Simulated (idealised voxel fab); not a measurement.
The name of this process module is voxel fin reveal.
Shown is cross-section cut, with a width of 170 nm and square cells of size 5 nm.
Square cells in a grid make up a cross-section in this document, and the grid is given as bands, listed from the top down, each one or more rows of cells. The entry gives the band's vertical extent as a top height and a bottom height in nm, then its horizontal make-up as materials from left to right, each with a width in nm. "empty" stands for empty space; a single material marked "everywhere" fills the band edge to edge. Convention: height 0 is the level below which the wafer, as received, is all one material. The lowest band does not terminate at the bottom but continues downward, represented as "0..down". So if you see something like "30..40" for the width, read it as the top row of the band sitting at the first number and the bottom row at the second, with every row in between moving by the same amount as the last. Take "no alteration" at face value: in the step it is given for, the cross-section changed in none of its cells. The label "Sealed void inventory" introduces a list of the empty spaces, 8 cells or larger, that have no open way up to the top; each entry in it reads width x height at distance, where the distance is taken from the left edge and all three are stated in nm. Read whatever lies past the settings on a step's line as the simulator's own remark about the step. Regarding "overlay nm": on a step with a mask, it is the distance the mask lay to the right of its planned place; a negative value places it to the left.

Listed below are the process steps as planned:
1: op RECEIVE | material Si
2: op CONFORMAL_DEP | material SiN | thk nm 5
3: op MASKED_ETCH | tone cover | mask id FINS | width nm 15 | pitch nm 35 | etch materials SiN | depth nm 5 | overlay nm 0
4: op MASKED_ETCH | tone cover | mask id FINS | width nm 15 | pitch nm 35 | etch materials Si | depth nm 35 | overlay nm -15
5: op FILL_DEP | material SiO2 | thk nm 10
6: op CMP | height nm 5
7: op SELECTIVE_ETCH | etch materials SiO2 | depth nm 30
8: op STRIP | etch materials SiN
9: op CONFORMAL_DEP | material SiO2 | thk nm 5
The value of overlay nm given for step 4 in the plan refers to the first wafer; the wafers vary in this setting and are alike at the start.

So this is the first of several wafers, cross-sectioned as it came to us, meaning it's at the end of step 1:
- 0..down = Si everywhere
- Sealed void inventory: none

Once step 9, the last step, is complete, the module is at its end; this is the cross-section of the first of several wafers:
- 5..0 = 20 empty; 110 SiO2; 40 empty
- 0..-20 = 20 empty; 5 SiO2; 30 Si; 5 SiO2; 30 Si; 5 SiO2; 30 Si; 5 SiO2; 40 empty
- -20..-35 = 25 SiO2; 30 Si; 5 SiO2; 30 Si; 5 SiO2; 30 Si; 45 SiO2
- -35..down = Si everywhere
- Sealed void inventory: none

Last wafer x-sec, end of module:
- 5..0 = 35 empty; 110 SiO2; 25 empty
- 0..-20 = 35 empty; 5 SiO2; 30 Si; 5 SiO2; 30 Si; 5 SiO2; 30 Si; 5 SiO2; 25 empty
- -20..-35 = 40 SiO2; 30 Si; 5 SiO2; 30 Si; 5 SiO2; 30 Si; 30 SiO2
- -35..down = Si everywhere
- Sealed void inventory: none

Per wafer (row), end of module: delta in cells per material since receipt, (+) for gained, (-) for lost; closed voids after that:
overlay nm -15, -112 Si, +86 SiO2, Sealed void inventory: none
overlay nm -10, -133 Si, +102 SiO2, Sealed void inventory: none
overlay nm -5, -154 Si, +108 SiO2, Sealed void inventory: none
overlay nm 0, -175 Si, +114 SiO2, Sealed void inventory: none
overlay nm 5, -154 Si, +108 SiO2, Sealed void inventory: none
overlay nm 10, -133 Si, +102 SiO2, Sealed void inventory: none
overlay nm 15, -112 Si, +86 SiO2, Sealed void inventory: none
